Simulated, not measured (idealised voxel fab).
process module | voxel self aligned contacts
cross-section cut | 225 nm wide | cells 5 nm
A cross-section is a grid of square cells, given in bands from the top down. A band is one or more rows of cells.
Each band's line starts with the height of the band's top and of its bottom, in nm. Then come its materials from left to right, each with its width in nm. One material with "throughout" fills the band from edge to edge. "air" is empty space.
Height 0 is the level under which the wafer as received is all one material. The lowest band goes on downwards, as in "0 down".
A width such as "30 to 40" changes by the same amount from each row of cells to the next, from the band's top row to its bottom row.
"no change" after a step means that no cell of the cross-section changed.
closed voids: empty space of 8 cells or more with no open way to the top, each as width x height at its distance from the left edge, in nm
after a step's settings: what the simulator itself notes on the step
overlay nm, on a step with a mask: how far to the right of its planned place the mask lay; to the left if negative
plan
1 op RECEIVE | material Si
2 op OXIDIZE | depth nm 5
3 op DIRECTIONAL_DEP | material polySi | thk nm 30
4 op DIRECTIONAL_DEP | material SiN | thk nm 15
5 op MASKED_ETCH | tone cover | mask id GATE | width nm 30 | pitch nm 55 | etch materials SiN | depth nm 15 | overlay nm 0
6 op MASKED_ETCH | tone cover | mask id GATE | width nm 30 | pitch nm 55 | etch materials polySi | depth nm 30 | overlay nm 0
7 op CONFORMAL_DEP | material SiN | thk nm 5
8 op DIRECTIONAL_ETCH | etch materials SiN | depth nm 5
9 op FILL_DEP | material SiO2 | thk nm 20
10 op CMP | height nm 55
11 op MASKED_ETCH | tone open | mask id CONTACT | width nm 35 | pitch nm 55 | etch materials SiO2 | depth nm 60 | overlay nm 0
12 op CONFORMAL_DEP | material TiN | thk nm 5
13 op FILL_DEP | material W | thk nm 10
14 op CMP | height nm 55
15 op CONFORMAL_DEP | material SiN | thk nm 5
as received, after step 1
  0 down: Si throughout
  closed voids: none
first wafer at the end, as planned
  60 to 55: SiN throughout
  55 to 45: SiO2 65 | TiN 5 to 15 | W 25 to 5 | TiN 5 to 15 | SiO2 20 | TiN 5 to 15 | W 25 to 5 | TiN 5 to 15 | SiO2 70
  45 to 30: SiO2 35 | SiN 40 | TiN 5 | W 5 | TiN 5 | SiN 40 | TiN 5 | W 5 | TiN 5 | SiN 40 | SiO2 40
  30 to 0: SiO2 35 | SiN 5 | polySi 30 | SiN 5 | TiN 5 | W 5 | TiN 5 | SiN 5 | polySi 30 | SiN 5 | TiN 5 | W 5 | TiN 5 | SiN 5 | polySi 30 | SiN 5 | SiO2 40
  0 to -5: SiO2 75 | TiN 15 | SiO2 40 | TiN 15 | SiO2 80
  -5 down: Si throughout
  closed voids: none
second wafer at the end: like start, like plan, one mistake
  60 to 55: SiN throughout
  55 to 50: SiO2 65 | TiN 5 | W 25 | TiN 5 | SiO2 20 | TiN 5 | W 25 | TiN 5 | SiO2 70
  50 to 45: SiO2 65 | TiN 35 | SiO2 20 | TiN 35 | SiO2 70
  45 to 30: SiN 45 | SiO2 20 | SiN 35 | SiO2 20 | SiN 35 | SiO2 20 | SiN 50
  30 to 0: polySi throughout
  0 to -5: SiO2 throughout
  -5 down: Si throughout
  closed voids: none
what went wrong: step 5 ran as: op MASKED_ETCH | tone open | mask id GATE | width nm 30 | pitch nm 55 | etch materials SiN | depth nm 15 | overlay nm 0
at the end the second wafer has, in cells: 9 fewer of SiN | 93 fewer of SiO2 | 40 fewer of TiN | 20 fewer of W | 162 more of polySi
